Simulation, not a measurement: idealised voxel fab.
Process module in this document: voxel air gaps
FYI the section here is cut, 250 nm wide, cells are 5 nm squares.
Format of a cross-section: grid, square cells. Given as bands. Order: top down. Band: one or more rows of cells. Band entry format. Leading values: height of top, height of bottom, nm. Remainder: materials in left-to-right order, each with its width in nm. Special words: "everywhere" on a single material, which then fills the band edge to edge; "air", empty space. Height reference: 0 = level under which incoming wafer is all one material. Lowest band: no bottom, runs on downward, e.g. "top 0, no bottom". A width given as "30 to 40" starts at the first number in the band's top row and ends at the second number in its bottom row, shifting by an equal amount at every step from row to row. A step reported as "all unchanged" is a step in which no cell of the cross-section changed. "Trapped voids" enumerates empty spaces isolated from the top, with no open way to it, that contain at least 8 cells, giving each as width x height at distance from the left edge, all three in nm. Heads up: the bit after the settings on a step's line is the simulator's remark on that step. Regarding "overlay nm": on a step with a mask, it is the distance the mask lay to the right of its planned place; a negative value places it to the left.
**So here's the lineup of process steps we planned**
1: RECEIVE: material Si
2: CONFORMAL_DEP: material SiO2, thk nm 10
3: CONFORMAL_DEP: material SiN, thk nm 5
4: DIRECTIONAL_DEP: material SiO2, thk nm 35
5: DIRECTIONAL_DEP: material aC, thk nm 10
6: PATTERN: tone open, mask id LINES, material resist, width nm 15, pitch nm 45, thk nm 25, overlay nm 0
7: DIRECTIONAL_ETCH: etch materials aC, depth nm 10
8: STRIP: etch materials resist
9: DIRECTIONAL_ETCH: etch materials SiO2, depth nm 35
10: STRIP: etch materials aC
11: CONFORMAL_DEP: material TiN, thk nm 5
12: FILL_DEP: material W, thk nm 5
13: CMP: height nm 50
14: EPI: material Ru, thk nm 10
15: SELECTIVE_ETCH: etch materials SiO2, depth nm 45
16: CONFORMAL_DEP: material SiN, thk nm 5
**Of two wafers, the first: run according to plan**
**This is the cross-section of the wafer as we received it, i.e. after step 1**
> top 0, no bottom | Si everywhere
> Trapped voids: none
**The following cross-section depicts the wafer upon completion of step 2**
> top 10, bottom 0 | SiO2 everywhere
> All layers under 0 are left as they were.
**The following cross-section depicts the wafer upon completion of step 3**
> top 15, bottom 10 | SiN everywhere
> All layers under 10 are left as they were.
**The following cross-section depicts the wafer upon completion of step 4**
> top 50, bottom 15 | SiO2 everywhere
> All layers under 15 are left as they were.
**The following cross-section depicts the wafer upon completion of step 5**
> top 60, bottom 50 | aC everywhere
> All layers under 50 are left as they were.
**The following cross-section depicts the wafer upon completion of step 6**
> top 85, bottom 60 | 70 nm resist; 15 nm air; 30 nm resist; 15 nm air; 30 nm resist; 15 nm air; 75 nm resist
> All layers under 60 are left as they were.
**The following cross-section depicts the wafer upon completion of step 7**
> top 75, bottom 60 | 70 nm resist; 15 nm air; 30 nm resist; 15 nm air; 30 nm resist; 15 nm air; 75 nm resist
> top 60, bottom 50 | 70 nm aC; 15 nm air; 30 nm aC; 15 nm air; 30 nm aC; 15 nm air; 75 nm aC
> All layers under 50 are left as they were.
**The following cross-section depicts the wafer upon completion of step 8**
> top 60, bottom 50 | 70 nm aC; 15 nm air; 30 nm aC; 15 nm air; 30 nm aC; 15 nm air; 75 nm aC
> All layers under 50 are left as they were.
**The following cross-section depicts the wafer upon completion of step 9**
> top 60, bottom 50 | 70 nm aC; 15 nm air; 30 nm aC; 15 nm air; 30 nm aC; 15 nm air; 75 nm aC
> top 50, bottom 15 | 70 nm SiO2; 15 nm air; 30 nm SiO2; 15 nm air; 30 nm SiO2; 15 nm air; 75 nm SiO2
> All layers under 15 are left as they were.
**The following cross-section depicts the wafer upon completion of step 10**
> top 50, bottom 15 | 70 nm SiO2; 15 nm air; 30 nm SiO2; 15 nm air; 30 nm SiO2; 15 nm air; 75 nm SiO2
> All layers under 15 are left as they were.
**The following cross-section depicts the wafer upon completion of step 11**
> top 55, bottom 50 | 75 nm TiN; 5 nm air; 40 nm TiN; 5 nm air; 40 nm TiN; 5 nm air; 80 nm TiN
> top 50, bottom 20 | 70 nm SiO2; 5 nm TiN; 5 nm air; 5 nm TiN; 30 nm SiO2; 5 nm TiN; 5 nm air; 5 nm TiN; 30 nm SiO2; 5 nm TiN; 5 nm air; 5 nm TiN; 75 nm SiO2
> top 20, bottom 15 | 70 nm SiO2; 15 nm TiN; 30 nm SiO2; 15 nm TiN; 30 nm SiO2; 15 nm TiN; 75 nm SiO2
> All layers under 15 are left as they were.
**The following cross-section depicts the wafer upon completion of step 12**
> top 60, bottom 55 | W everywhere
> top 55, bottom 50 | 75 nm TiN; 5 nm W; 40 nm TiN; 5 nm W; 40 nm TiN; 5 nm W; 80 nm TiN
> top 50, bottom 20 | 70 nm SiO2; 5 nm TiN; 5 nm W; 5 nm TiN; 30 nm SiO2; 5 nm TiN; 5 nm W; 5 nm TiN; 30 nm SiO2; 5 nm TiN; 5 nm W; 5 nm TiN; 75 nm SiO2
> All layers under 20 are left as they were.
**The following cross-section depicts the wafer upon completion of step 13**
> top 50, bottom 20 | 70 nm SiO2; 5 nm TiN; 5 nm W; 5 nm TiN; 30 nm SiO2; 5 nm TiN; 5 nm W; 5 nm TiN; 30 nm SiO2; 5 nm TiN; 5 nm W; 5 nm TiN; 75 nm SiO2
> All layers under 20 are left as they were.
**The following cross-section depicts the wafer upon completion of step 14**
> top 60, bottom 50 | 60 nm air; 35 nm Ru; 10 nm air; 35 nm Ru; 10 nm air; 35 nm Ru; 65 nm air
> All layers under 50 are left as they were.
**The following cross-section depicts the wafer upon completion of step 15**
> top 60, bottom 50 | 60 nm air; 35 nm Ru; 10 nm air; 35 nm Ru; 10 nm air; 35 nm Ru; 65 nm air
> top 50, bottom 20 | 70 nm air; 5 nm TiN; 5 nm W; 5 nm TiN; 30 nm air; 5 nm TiN; 5 nm W; 5 nm TiN; 30 nm air; 5 nm TiN; 5 nm W; 5 nm TiN; 75 nm air
> top 20, bottom 15 | 70 nm air; 15 nm TiN; 30 nm air; 15 nm TiN; 30 nm air; 15 nm TiN; 75 nm air
> All layers under 15 are left as they were.
**The following cross-section depicts the wafer upon completion of step 16**
> top 65, bottom 60 | 55 nm air; 135 nm SiN; 60 nm air
> top 60, bottom 50 | 55 nm air; 5 nm SiN; 35 nm Ru; 10 nm SiN; 35 nm Ru; 10 nm SiN; 35 nm Ru; 5 nm SiN; 60 nm air
> top 50, bottom 45 | 55 nm air; 15 nm SiN; 5 nm TiN; 5 nm W; 5 nm TiN; 30 nm SiN; 5 nm TiN; 5 nm W; 5 nm TiN; 30 nm SiN; 5 nm TiN; 5 nm W; 5 nm TiN; 15 nm SiN; 60 nm air
> top 45, bottom 20 | 65 nm air; 5 nm SiN; 5 nm TiN; 5 nm W; 5 nm TiN; 5 nm SiN; 20 nm air; 5 nm SiN; 5 nm TiN; 5 nm W; 5 nm TiN; 5 nm SiN; 20 nm air; 5 nm SiN; 5 nm TiN; 5 nm W; 5 nm TiN; 5 nm SiN; 70 nm air
> top 20, bottom 15 | 70 nm SiN; 15 nm TiN; 30 nm SiN; 15 nm TiN; 30 nm SiN; 15 nm TiN; 75 nm SiN
> All layers under 15 are left as they were.
> Trapped voids: 20 x 25 at 90; 20 x 25 at 135
**What follows concerns the second wafer, which started out like the first and was meant to follow the very same plan; one mistake crept in when it was run, but everything up to and including step 5 is the same as for the first wafer**
**Cross-section of the second wafer corresponding to the planned conclusion of step 6**
> top 85, bottom 60 | 65 nm resist; 25 nm air; 20 nm resist; 25 nm air; 20 nm resist; 25 nm air; 70 nm resist
> All layers under 60 are left as they were.
**Cross-section of the second wafer corresponding to the planned conclusion of step 7**
> top 75, bottom 60 | 65 nm resist; 25 nm air; 20 nm resist; 25 nm air; 20 nm resist; 25 nm air; 70 nm resist
> top 60, bottom 50 | 65 nm aC; 25 nm air; 20 nm aC; 25 nm air; 20 nm aC; 25 nm air; 70 nm aC
> All layers under 50 are left as they were.
**Cross-section of the second wafer corresponding to the planned conclusion of step 8**
> top 60, bottom 50 | 65 nm aC; 25 nm air; 20 nm aC; 25 nm air; 20 nm aC; 25 nm air; 70 nm aC
> All layers under 50 are left as they were.
**Cross-section of the second wafer corresponding to the planned conclusion of step 9**
> top 60, bottom 50 | 65 nm aC; 25 nm air; 20 nm aC; 25 nm air; 20 nm aC; 25 nm air; 70 nm aC
> top 50, bottom 15 | 65 nm SiO2; 25 nm air; 20 nm SiO2; 25 nm air; 20 nm SiO2; 25 nm air; 70 nm SiO2
> All layers under 15 are left as they were.
**Cross-section of the second wafer corresponding to the planned conclusion of step 10**
> top 50, bottom 15 | 65 nm SiO2; 25 nm air; 20 nm SiO2; 25 nm air; 20 nm SiO2; 25 nm air; 70 nm SiO2
> All layers under 15 are left as they were.
**Cross-section of the second wafer corresponding to the planned conclusion of step 11**
> top 55, bottom 50 | 70 nm TiN; 15 nm air; 30 nm TiN; 15 nm air; 30 nm TiN; 15 nm air; 75 nm TiN
> top 50, bottom 20 | 65 nm SiO2; 5 nm TiN; 15 nm air; 5 nm TiN; 20 nm SiO2; 5 nm TiN; 15 nm air; 5 nm TiN; 20 nm SiO2; 5 nm TiN; 15 nm air; 5 nm TiN; 70 nm SiO2
> top 20, bottom 15 | 65 nm SiO2; 25 nm TiN; 20 nm SiO2; 25 nm TiN; 20 nm SiO2; 25 nm TiN; 70 nm SiO2
> All layers under 15 are left as they were.
**Cross-section of the second wafer corresponding to the planned conclusion of step 12**
> top 60, bottom 55 | W everywhere
> top 55, bottom 50 | 70 nm TiN; 15 nm W; 30 nm TiN; 15 nm W; 30 nm TiN; 15 nm W; 75 nm TiN
> top 50, bottom 20 | 65 nm SiO2; 5 nm TiN; 15 nm W; 5 nm TiN; 20 nm SiO2; 5 nm TiN; 15 nm W; 5 nm TiN; 20 nm SiO2; 5 nm TiN; 15 nm W; 5 nm TiN; 70 nm SiO2
> All layers under 20 are left as they were.
**Cross-section of the second wafer corresponding to the planned conclusion of step 13**
> top 50, bottom 20 | 65 nm SiO2; 5 nm TiN; 15 nm W; 5 nm TiN; 20 nm SiO2; 5 nm TiN; 15 nm W; 5 nm TiN; 20 nm SiO2; 5 nm TiN; 15 nm W; 5 nm TiN; 70 nm SiO2
> All layers under 20 are left as they were.
**Cross-section of the second wafer corresponding to the planned conclusion of step 14**
> top 60, bottom 50 | 55 nm air; 135 nm Ru; 60 nm air
> All layers under 50 are left as they were.
**Cross-section of the second wafer corresponding to the planned conclusion of step 15**
> top 60, bottom 50 | 55 nm air; 135 nm Ru; 60 nm air
> top 50, bottom 20 | 65 nm air; 5 nm TiN; 15 nm W; 5 nm TiN; 20 nm SiO2; 5 nm TiN; 15 nm W; 5 nm TiN; 20 nm SiO2; 5 nm TiN; 15 nm W; 5 nm TiN; 70 nm air
> top 20, bottom 15 | 65 nm air; 25 nm TiN; 20 nm SiO2; 25 nm TiN; 20 nm SiO2; 25 nm TiN; 70 nm air
> All layers under 15 are left as they were.
**Cross-section of the second wafer corresponding to the planned conclusion of step 16**
> top 65, bottom 60 | 50 nm air; 145 nm SiN; 55 nm air
> top 60, bottom 50 | 50 nm air; 5 nm SiN; 135 nm Ru; 5 nm SiN; 55 nm air
> top 50, bottom 45 | 50 nm air; 15 nm SiN; 5 nm TiN; 15 nm W; 5 nm TiN; 20 nm SiO2; 5 nm TiN; 15 nm W; 5 nm TiN; 20 nm SiO2; 5 nm TiN; 15 nm W; 5 nm TiN; 15 nm SiN; 55 nm air
> top 45, bottom 20 | 60 nm air; 5 nm SiN; 5 nm TiN; 15 nm W; 5 nm TiN; 20 nm SiO2; 5 nm TiN; 15 nm W; 5 nm TiN; 20 nm SiO2; 5 nm TiN; 15 nm W; 5 nm TiN; 5 nm SiN; 65 nm air
> top 20, bottom 15 | 65 nm SiN; 25 nm TiN; 20 nm SiO2; 25 nm TiN; 20 nm SiO2; 25 nm TiN; 70 nm SiN
> All layers under 15 are left as they were.
The plan and the run diverged here: not per plan at step 6, really ran PATTERN: tone open, mask id LINES, material resist, width nm 25, pitch nm 45, thk nm 25, overlay nm 0
Final difference in cells, second wafer against first, listed per material as more or fewer: Ru: 12 more, SiN: 52 fewer, SiO2: 56 more, TiN: 6 more, W: 36 more
By the end, 2 closed voids are present in the first wafer and 0 in the second.
